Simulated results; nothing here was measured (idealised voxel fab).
Herein follows the process module entitled voxel transistor to metal.
Shown is cross-section cut, with a width of 260 nm and square cells of size 5 nm.
Bands, listed from the top down, are how a cross-section gets written in this document; the cross-section itself is a grid of square cells, and a band is one or more rows of them.
Band: top height; bottom height; in nm. Then, left to right: material with width in nm, for each material. "edge to edge": a single material spanning edge to edge. "empty": empty space.
Height 0 is the level under which the wafer as received is all one material. The lowest band goes on downwards, as in "0 and below".
Note: "30 to 40" means the width goes from the first number (top row of the band) to the second number (bottom row) in equal steps per row of cells.
The cross-section has no changed cell in any step marked "changes: none".
Entry "Closed void roster" = empty spaces >= 8 cells with no open way to the top; each as width x height at distance, distance from left edge, all nm.
What comes after the settings on a step's line is commentary from the simulator itself on that step.
Among the settings permitted on a step's line is "overlay nm"; applied to a step with a mask, it specifies the extent to which the mask lay to the right of its planned position, whereas a negative figure signifies a position to the left.

Steps in the process plan
| 1 | RECEIVE | material Si |
| 2 | OXIDIZE | depth nm 5 |
| 3 | CONFORMAL_DEP | material SiN | thk nm 15 |
| 4 | DIRECTIONAL_DEP | material aC | thk nm 10 |
| 5 | PATTERN | tone cover | mask id ACTIVE | material resist | width nm 100 | pitch nm 125 | thk nm 30 | overlay nm 0 |
| 6 | DIRECTIONAL_ETCH | etch materials aC | depth nm 10 |
| 7 | STRIP | etch materials resist |
| 8 | DIRECTIONAL_ETCH | etch materials SiN | depth nm 15 |
| 9 | DIRECTIONAL_ETCH | etch materials SiO2 | depth nm 5 |
| 10 | DIRECTIONAL_ETCH | etch materials Si | depth nm 25 |
| 11 | STRIP | etch materials aC |
| 12 | OXIDIZE | depth nm 5 |
| 13 | FILL_DEP | material SiO2 | thk nm 5 |
| 14 | CMP | height nm 15 |
| 15 | SELECTIVE_ETCH | etch materials SiO2 | depth nm 10 |
| 16 | STRIP | etch materials SiN |
| 17 | SELECTIVE_ETCH | etch materials SiO2 | depth nm 5 |
| 18 | OXIDIZE | depth nm 5 |
| 19 | DIRECTIONAL_DEP | material polySi | thk nm 20 |
| 20 | DIRECTIONAL_DEP | material SiCN | thk nm 10 |
| 21 | DIRECTIONAL_DEP | material aC | thk nm 15 |
| 22 | PATTERN | tone cover | mask id GATE | material resist | width nm 20 | pitch nm 125 | thk nm 30 | overlay nm 0 |
| 23 | DIRECTIONAL_ETCH | etch materials aC | depth nm 15 |
| 24 | STRIP | etch materials resist |
| 25 | DIRECTIONAL_ETCH | etch materials SiCN | depth nm 20 |
| 26 | DIRECTIONAL_ETCH | etch materials polySi | depth nm 30 |
| 27 | STRIP | etch materials aC |
| 28 | CONFORMAL_DEP | material SiO2 | thk nm 5 |
| 29 | DIRECTIONAL_ETCH | etch materials SiO2 | depth nm 5 |
| 30 | CONFORMAL_DEP | material SiN | thk nm 5 |
| 31 | DIRECTIONAL_ETCH | etch materials SiN | depth nm 5 |
| 32 | DIRECTIONAL_ETCH | etch materials SiO2 | depth nm 5 |
| 33 | DIRECTIONAL_ETCH | etch materials Si | depth nm 15 |
| 34 | EPI | material nSi | thk nm 20 |
| 35 | FILL_DEP | material SiO2 | thk nm 10 |
| 36 | CMP | height nm 25 |
| 37 | DIRECTIONAL_DEP | material SiO2 | thk nm 10 |
| 38 | DIRECTIONAL_DEP | material aC | thk nm 10 |
| 39 | PATTERN | tone open | mask id CONTACT | material resist | width nm 20 | thk nm 30 | overlay nm 0 |
| 40 | DIRECTIONAL_ETCH | etch materials aC | depth nm 10 |
| 41 | STRIP | etch materials resist |
| 42 | DIRECTIONAL_ETCH | etch materials SiO2 | depth nm 40 |
| 43 | STRIP | etch materials aC |
| 44 | CONFORMAL_DEP | material TiN | thk nm 5 |
| 45 | FILL_DEP | material W | thk nm 5 |
| 46 | CMP | height nm 35 |
| 47 | DIRECTIONAL_DEP | material TiN | thk nm 5 |
| 48 | DIRECTIONAL_DEP | material W | thk nm 25 |
| 49 | MASKED_ETCH | tone cover | mask id METAL_1 | width nm 20 | etch materials W | depth nm 25 | overlay nm 0 |
| 50 | MASKED_ETCH | tone cover | mask id METAL_1 | width nm 20 | etch materials TiN | depth nm 5 | overlay nm 0 |
| 51 | FILL_DEP | material SiO2 | thk nm 10 |
| 52 | CMP | height nm 65 |
| 53 | CONFORMAL_DEP | material SiCN | thk nm 5 |

Cross-sectional view of the wafer in its as-received condition, corresponding to the state after step 1
  0 and below: Si edge to edge
  Closed void roster: none

Here's the cross-section of the first of our two wafers at the end of the module - it ran as planned
  70 down to 65: SiCN edge to edge
  65 down to 40: SiO2=20; W=20; SiO2=50; W=20; SiO2=35; W=20; SiO2=50; W=20; SiO2=25
  40 down to 35: SiO2=20; TiN=20; SiO2=50; TiN=20; SiO2=35; TiN=20; SiO2=50; TiN=20; SiO2=25
  35 down to 25: SiO2=20; TiN=5; W=10; TiN=5; SiO2=50; TiN=5; W=10; TiN=5; SiO2=35; TiN=5; W=10; TiN=5; SiO2=50; TiN=5; W=10; TiN=5; SiO2=25
  25 down to 15: SiO2=20; TiN=5; W=10; TiN=5; SiO2=5; SiN=5; SiO2=5; SiCN=20; SiO2=5; SiN=5; SiO2=5; TiN=5; W=10; TiN=5; SiO2=35; TiN=5; W=10; TiN=5; SiO2=5; SiN=5; SiO2=5; SiCN=20; SiO2=5; SiN=5; SiO2=5; TiN=5; W=10; TiN=5; SiO2=25
  15 down to 10: SiO2=20; TiN=20; SiO2=5; SiN=5; SiO2=5; polySi=20; SiO2=5; SiN=5; SiO2=5; TiN=20; SiO2=35; TiN=20; SiO2=5; SiN=5; SiO2=5; polySi=20; SiO2=5; SiN=5; SiO2=5; TiN=20; SiO2=25
  10 down to 0: SiO2=20; TiN=5; nSi=20; SiN=5; SiO2=5; polySi=20; SiO2=5; SiN=5; nSi=20; TiN=5; SiO2=35; TiN=5; nSi=20; SiN=5; SiO2=5; polySi=20; SiO2=5; SiN=5; nSi=20; TiN=5; SiO2=25
  0 down to -5: SiO2=15; SiN=5; TiN=5; nSi=20; SiN=5; SiO2=5; polySi=20; SiO2=5; SiN=5; nSi=20; TiN=5; SiN=5; SiO2=25; SiN=5; TiN=5; nSi=20; SiN=5; SiO2=5; polySi=20; SiO2=5; SiN=5; nSi=20; TiN=5; SiN=5; SiO2=20
  -5 down to -10: SiO2=20; nSi=25; SiO2=40; nSi=25; SiO2=35; nSi=25; SiO2=40; nSi=25; SiO2=25
  -10 down to -25: SiO2=20; nSi=25; Si=40; nSi=25; SiO2=35; nSi=25; Si=40; nSi=25; SiO2=25
  -25 down to -35: SiO2=20; Si=90; SiO2=35; Si=90; SiO2=25
  -35 and below: Si edge to edge
  Closed void roster: none

So this is wafer number two of the two, cut at the end of the module - it started where the first did and had the same plan, we just got one thing wrong running it
  70 down to 65: SiCN edge to edge
  65 down to 40: SiO2=20; W=20; SiO2=50; W=20; SiO2=35; W=20; SiO2=50; W=20; SiO2=25
  40 down to 35: SiO2=20; TiN=20; SiO2=50; TiN=20; SiO2=35; TiN=20; SiO2=50; TiN=20; SiO2=25
  35 down to 25: SiO2=20; TiN=5; W=10; TiN=5; SiO2=50; TiN=5; W=10; TiN=5; SiO2=35; TiN=5; W=10; TiN=5; SiO2=50; TiN=5; W=10; TiN=5; SiO2=25
  25 down to 15: SiO2=20; TiN=5; W=10; TiN=5; SiO2=5; SiN=5; SiO2=5; SiCN=20; SiO2=5; SiN=5; SiO2=5; TiN=5; W=10; TiN=5; SiO2=35; TiN=5; W=10; TiN=5; SiO2=5; SiN=5; SiO2=5; SiCN=20; SiO2=5; SiN=5; SiO2=5; TiN=5; W=10; TiN=5; SiO2=25
  15 down to 10: SiO2=20; TiN=20; SiO2=5; SiN=5; SiO2=5; polySi=20; SiO2=5; SiN=5; SiO2=5; TiN=20; SiO2=35; TiN=20; SiO2=5; SiN=5; SiO2=5; polySi=20; SiO2=5; SiN=5; SiO2=5; TiN=20; SiO2=25
  10 down to 0: SiO2=20; TiN=5; nSi=20; SiN=5; SiO2=5; polySi=20; SiO2=5; SiN=5; nSi=20; TiN=5; SiO2=35; TiN=5; nSi=20; SiN=5; SiO2=5; polySi=20; SiO2=5; SiN=5; nSi=20; TiN=5; SiO2=25
  0 down to -5: SiO2=15; SiN=5; TiN=5; nSi=20; SiN=5; SiO2=5; polySi=20; SiO2=5; SiN=5; nSi=20; TiN=5; SiN=5; SiO2=25; SiN=5; TiN=5; nSi=20; SiN=5; SiO2=5; polySi=20; SiO2=5; SiN=5; nSi=20; TiN=5; SiN=5; SiO2=20
  -5 down to -10: SiO2=20; nSi=25; SiO2=40; nSi=25; SiO2=35; nSi=25; SiO2=40; nSi=25; SiO2=25
  -10 down to -25: SiO2=20; nSi=25; Si=40; nSi=25; SiO2=35; nSi=25; Si=40; nSi=25; SiO2=25
  -25 down to -60: SiO2=20; Si=90; SiO2=35; Si=90; SiO2=25
  -60 and below: Si edge to edge
  Closed void roster: none
Short version of what went wrong: step 10 from the plan got run twice
Cell-count delta at end, second wafer over first, by material: Si: 80 fewer; SiO2: 80 more
